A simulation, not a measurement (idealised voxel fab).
The following is a process module called voxel released beams.
The cross-section on display is named cut; it measures 240 nm wide, and its cells are 5 nm squares.
A cross-section in this document is a grid of square cells, and it is written down as bands, the top band listed before the ones below it; a band is made up of one or more rows of cells. Band: top and bottom heights (nm) first, top before bottom; then materials from left to right, widths in nm. "everywhere" marks a sole material filling the band edge to edge. "blank" denotes empty space. Counting heights begins at 0, where everything beneath is, in the wafer as received, one material. The lowest band has no bottom; it goes on downwards, as "0 down" shows. Read "30->40" as a graded width: first number on top, second number at the bottom, same change between each pair of neighbouring rows. Key: "no alteration" - step with no changed cell in the cross-section. "Enclosed internal cavities": empty spaces of 8 cells or more with no open way to the top, each given as width x height at distance, distance from the left edge, all in nm. Read whatever lies past the settings on a step's line as the simulator's own remark about the step. overlay nm: for a step with a mask, the amount by which the mask lay right of where it was planned; a negative amount means left of it.
Steps planned for the process:
1. op RECEIVE | material Si
2. op CONFORMAL_DEP | material SiN | thk nm 5
3. op DIRECTIONAL_DEP | material SiO2 | thk nm 20
4. op DIRECTIONAL_DEP | material aC | thk nm 10
5. op PATTERN | tone open | mask id ANCHOR | material resist | width nm 40 | thk nm 25 | overlay nm 0
6. op DIRECTIONAL_ETCH | etch materials aC | depth nm 10
7. op STRIP | etch materials resist
8. op DIRECTIONAL_ETCH | etch materials SiO2 | depth nm 20
9. op STRIP | etch materials aC
10. op CONFORMAL_DEP | material polySi | thk nm 15
11. op DIRECTIONAL_DEP | material aC | thk nm 10
12. op PATTERN | tone cover | mask id BEAM | material resist | width nm 90 | thk nm 30 | overlay nm 0
13. op DIRECTIONAL_ETCH | etch materials aC | depth nm 10
14. op STRIP | etch materials resist
15. op DIRECTIONAL_ETCH | etch materials polySi | depth nm 15
16. op STRIP | etch materials aC
17. op STRIP | etch materials SiO2
First of the two wafers, run per plan:
Cross-section of the incoming wafer, state after step 1:
  0 down  Si everywhere
  Enclosed internal cavities: none
After step 2: wafer cross-section:
  5 to 0  SiN everywhere
  Anything lower than 0 is untouched.
After step 3: wafer cross-section:
  25 to 5  SiO2 everywhere
  Anything lower than 5 is untouched.
After step 4: wafer cross-section:
  35 to 25  aC everywhere
  Anything lower than 25 is untouched.
After step 5: wafer cross-section:
  60 to 35  75 nm resist | 40 nm blank | 125 nm resist
  Anything lower than 35 is untouched.
After step 6: wafer cross-section:
  50 to 35  75 nm resist | 40 nm blank | 125 nm resist
  35 to 25  75 nm aC | 40 nm blank | 125 nm aC
  Anything lower than 25 is untouched.
After step 7: wafer cross-section:
  35 to 25  75 nm aC | 40 nm blank | 125 nm aC
  Anything lower than 25 is untouched.
After step 8: wafer cross-section:
  35 to 25  75 nm aC | 40 nm blank | 125 nm aC
  25 to 5  75 nm SiO2 | 40 nm blank | 125 nm SiO2
  Anything lower than 5 is untouched.
After step 9: wafer cross-section:
  25 to 5  75 nm SiO2 | 40 nm blank | 125 nm SiO2
  Anything lower than 5 is untouched.
After step 10: wafer cross-section:
  40 to 25  90 nm polySi | 10 nm blank | 140 nm polySi
  25 to 20  75 nm SiO2 | 15 nm polySi | 10 nm blank | 15 nm polySi | 125 nm SiO2
  20 to 5  75 nm SiO2 | 40 nm polySi | 125 nm SiO2
  Anything lower than 5 is untouched.
After step 11: wafer cross-section:
  50 to 40  90 nm aC | 10 nm blank | 140 nm aC
  40 to 30  90 nm polySi | 10 nm blank | 140 nm polySi
  30 to 25  90 nm polySi | 10 nm aC | 140 nm polySi
  25 to 20  75 nm SiO2 | 15 nm polySi | 10 nm aC | 15 nm polySi | 125 nm SiO2
  Anything lower than 20 is untouched.
After step 12: wafer cross-section:
  80 to 50  70 nm blank | 90 nm resist | 80 nm blank
  50 to 40  90 nm aC | 10 nm resist | 140 nm aC
  40 to 30  90 nm polySi | 10 nm resist | 140 nm polySi
  Anything lower than 30 is untouched.
After step 13: wafer cross-section:
  70 to 50  70 nm blank | 90 nm resist | 80 nm blank
  50 to 40  70 nm blank | 20 nm aC | 10 nm resist | 60 nm aC | 80 nm blank
  Anything lower than 40 is untouched.
After step 14: wafer cross-section:
  50 to 40  70 nm blank | 20 nm aC | 10 nm blank | 60 nm aC | 80 nm blank
  40 to 30  90 nm polySi | 10 nm blank | 140 nm polySi
  Anything lower than 30 is untouched.
After step 15: wafer cross-section:
  50 to 40  70 nm blank | 20 nm aC | 10 nm blank | 60 nm aC | 80 nm blank
  40 to 30  70 nm blank | 20 nm polySi | 10 nm blank | 60 nm polySi | 80 nm blank
  30 to 25  70 nm blank | 20 nm polySi | 10 nm aC | 60 nm polySi | 80 nm blank
  Anything lower than 25 is untouched.
After step 16: wafer cross-section:
  40 to 25  70 nm blank | 20 nm polySi | 10 nm blank | 60 nm polySi | 80 nm blank
  25 to 20  75 nm SiO2 | 15 nm polySi | 10 nm blank | 15 nm polySi | 125 nm SiO2
  Anything lower than 20 is untouched.
After step 17: wafer cross-section:
  40 to 25  70 nm blank | 20 nm polySi | 10 nm blank | 60 nm polySi | 80 nm blank
  25 to 20  75 nm blank | 15 nm polySi | 10 nm blank | 15 nm polySi | 125 nm blank
  20 to 5  75 nm blank | 40 nm polySi | 125 nm blank
  Anything lower than 5 is untouched.
Second wafer, same starting state and plan as the first, one mistake in the run, identical through step 4:
Here is the second wafer in cross-section at the point where step 5 of the plan should have been done:
  60 to 35  75 nm blank | 40 nm resist | 125 nm blank
  Anything lower than 35 is untouched.
Here is the second wafer in cross-section at the point where step 6 of the plan should have been done:
  50 to 35  75 nm blank | 40 nm resist | 125 nm blank
  35 to 25  75 nm blank | 40 nm aC | 125 nm blank
  Anything lower than 25 is untouched.
Here is the second wafer in cross-section at the point where step 7 of the plan should have been done:
  35 to 25  75 nm blank | 40 nm aC | 125 nm blank
  Anything lower than 25 is untouched.
Here is the second wafer in cross-section at the point where step 8 of the plan should have been done:
  35 to 25  75 nm blank | 40 nm aC | 125 nm blank
  25 to 5  75 nm blank | 40 nm SiO2 | 125 nm blank
  Anything lower than 5 is untouched.
Here is the second wafer in cross-section at the point where step 9 of the plan should have been done:
  25 to 5  75 nm blank | 40 nm SiO2 | 125 nm blank
  Anything lower than 5 is untouched.
Here is the second wafer in cross-section at the point where step 10 of the plan should have been done:
  40 to 25  60 nm blank | 70 nm polySi | 110 nm blank
  25 to 20  60 nm blank | 15 nm polySi | 40 nm SiO2 | 15 nm polySi | 110 nm blank
  20 to 5  75 nm polySi | 40 nm SiO2 | 125 nm polySi
  Anything lower than 5 is untouched.
Here is the second wafer in cross-section at the point where step 11 of the plan should have been done:
  50 to 40  60 nm blank | 70 nm aC | 110 nm blank
  40 to 30  60 nm blank | 70 nm polySi | 110 nm blank
  30 to 25  60 nm aC | 70 nm polySi | 110 nm aC
  25 to 20  60 nm aC | 15 nm polySi | 40 nm SiO2 | 15 nm polySi | 110 nm aC
  Anything lower than 20 is untouched.
Here is the second wafer in cross-section at the point where step 12 of the plan should have been done:
  80 to 50  70 nm blank | 90 nm resist | 80 nm blank
  50 to 40  60 nm blank | 70 nm aC | 30 nm resist | 80 nm blank
  40 to 30  60 nm blank | 70 nm polySi | 30 nm resist | 80 nm blank
  Anything lower than 30 is untouched.
Here is the second wafer in cross-section at the point where step 13 of the plan should have been done:
  70 to 50  70 nm blank | 90 nm resist | 80 nm blank
  50 to 40  70 nm blank | 60 nm aC | 30 nm resist | 80 nm blank
  40 to 30  60 nm blank | 70 nm polySi | 30 nm resist | 80 nm blank
  30 to 25  60 nm blank | 70 nm polySi | 30 nm aC | 80 nm blank
  25 to 20  60 nm blank | 15 nm polySi | 40 nm SiO2 | 15 nm polySi | 30 nm aC | 80 nm blank
  Anything lower than 20 is untouched.
Here is the second wafer in cross-section at the point where step 14 of the plan should have been done:
  50 to 40  70 nm blank | 60 nm aC | 110 nm blank
  40 to 30  60 nm blank | 70 nm polySi | 110 nm blank
  Anything lower than 30 is untouched.
Here is the second wafer in cross-section at the point where step 15 of the plan should have been done:
  50 to 40  70 nm blank | 60 nm aC | 110 nm blank
  40 to 30  70 nm blank | 60 nm polySi | 110 nm blank
  30 to 25  70 nm blank | 60 nm polySi | 30 nm aC | 80 nm blank
  25 to 20  60 nm blank | 15 nm polySi | 40 nm SiO2 | 15 nm polySi | 30 nm aC | 80 nm blank
  20 to 5  60 nm blank | 15 nm polySi | 40 nm SiO2 | 45 nm polySi | 80 nm blank
  Anything lower than 5 is untouched.
Here is the second wafer in cross-section at the point where step 16 of the plan should have been done:
  40 to 25  70 nm blank | 60 nm polySi | 110 nm blank
  25 to 20  60 nm blank | 15 nm polySi | 40 nm SiO2 | 15 nm polySi | 110 nm blank
  Anything lower than 20 is untouched.
Here is the second wafer in cross-section at the point where step 17 of the plan should have been done: no alteration
What broke from the plan during processing? for step 5, the planned setting was not used; the step was instead run as op PATTERN | tone cover | mask id ANCHOR | material resist | width nm 40 | thk nm 25 | overlay nm 0
The closing comparison, in cells, has the second wafer with more or fewer of some materials than the first: 32 more of SiO2
